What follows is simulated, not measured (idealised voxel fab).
Proc. module: voxel plated lines
Pictured: cross-section cut, 265 nm wide, on a grid of 5 nm square cells.
Cross-section = grid of square cells, listed top down in bands; band = one or more rows. It is stipulated that each band's entry specify, in nanometres, the height of the top of the band and then that of its bottom, followed by the materials of the band in left-to-right sequence, each together with its width in nanometres. A single material marked by the word "throughout" is understood to fill the band from edge to edge; the word "blank" is understood to denote empty space. Basically, 0 is our baseline, since under it the wafer straight out of the box is all one material. The bottom band has no lower end and keeps on going down, so it looks like "z 0 and below". Read "30 to 40" as a graded width: first number on top, second number at the bottom, same change between each pair of neighbouring rows. Given "remained the same" for a step, no cell of the cross-section differs between before and after that step. Enclosed voids (no open way to top), threshold 8 cells or more, entry "Voids, enclosed", notation width x height at distance, distance from left edge, nm. Post-settings text on a step line: simulator's own remark regarding the step. overlay nm, on a step with a mask: how far to the right of its planned place the mask lay; to the left if negative.

The steps planned for the process are as follows
1) op RECEIVE | material Si
2) op CONFORMAL_DEP | material SiO2 | thk nm 5
3) op DIRECTIONAL_DEP | material TiN | thk nm 5
4) op PATTERN | tone open | mask id LINES | material resist | width nm 15 | pitch nm 40 | thk nm 25 | overlay nm 0
5) op EPI | material Ru | thk nm 5
6) op EPI | material Ru | thk nm 5
7) op STRIP | etch materials resist
8) op DIRECTIONAL_ETCH | etch materials TiN | depth nm 5
9) op CONFORMAL_DEP | material SiCN | thk nm 10

What follows covers the first of two wafers; it ran as planned

As received (post step 1): cross-section
> z 0 and below | Si throughout
> Voids, enclosed: none

The following cross-section depicts the wafer upon completion of step 2
> z 5 to 0 | SiO2 throughout
> Lower than 0, everything is as it was.

The following cross-section depicts the wafer upon completion of step 3
> z 10 to 5 | TiN throughout
> Lower than 5, everything is as it was.

The following cross-section depicts the wafer upon completion of step 4
> z 35 to 10 | 105 resist | 15 blank | 25 resist | 15 blank | 105 resist
> Lower than 10, everything is as it was.

The following cross-section depicts the wafer upon completion of step 5
> z 35 to 15 | 105 resist | 15 blank | 25 resist | 15 blank | 105 resist
> z 15 to 10 | 105 resist | 15 Ru | 25 resist | 15 Ru | 105 resist
> Lower than 10, everything is as it was.

The following cross-section depicts the wafer upon completion of step 6
> z 35 to 20 | 105 resist | 15 blank | 25 resist | 15 blank | 105 resist
> z 20 to 10 | 105 resist | 15 Ru | 25 resist | 15 Ru | 105 resist
> Lower than 10, everything is as it was.

The following cross-section depicts the wafer upon completion of step 7
> z 20 to 10 | 105 blank | 15 Ru | 25 blank | 15 Ru | 105 blank
> Lower than 10, everything is as it was.

The following cross-section depicts the wafer upon completion of step 8
> z 20 to 10 | 105 blank | 15 Ru | 25 blank | 15 Ru | 105 blank
> z 10 to 5 | 105 blank | 15 TiN | 25 blank | 15 TiN | 105 blank
> Lower than 5, everything is as it was.

The following cross-section depicts the wafer upon completion of step 9
> z 30 to 20 | 95 blank | 35 SiCN | 5 blank | 35 SiCN | 95 blank
> z 20 to 15 | 95 blank | 10 SiCN | 15 Ru | 10 SiCN | 5 blank | 10 SiCN | 15 Ru | 10 SiCN | 95 blank
> z 15 to 10 | 105 SiCN | 15 Ru | 25 SiCN | 15 Ru | 105 SiCN
> z 10 to 5 | 105 SiCN | 15 TiN | 25 SiCN | 15 TiN | 105 SiCN
> Lower than 5, everything is as it was.

The second wafer: identical to the first at the outset and in its planned sequence, differing only in that one mistake was made during processing; up to and including step 8, its path is the first wafer's path

Second wafer cross-section, taken as of the time the plan sets for step 9 to be done: remained the same
Error vs. plan: the plan's step 9 went unexecuted, having been skipped
Final difference in cells, second wafer against first, listed per material as more or fewer: -130 SiCN
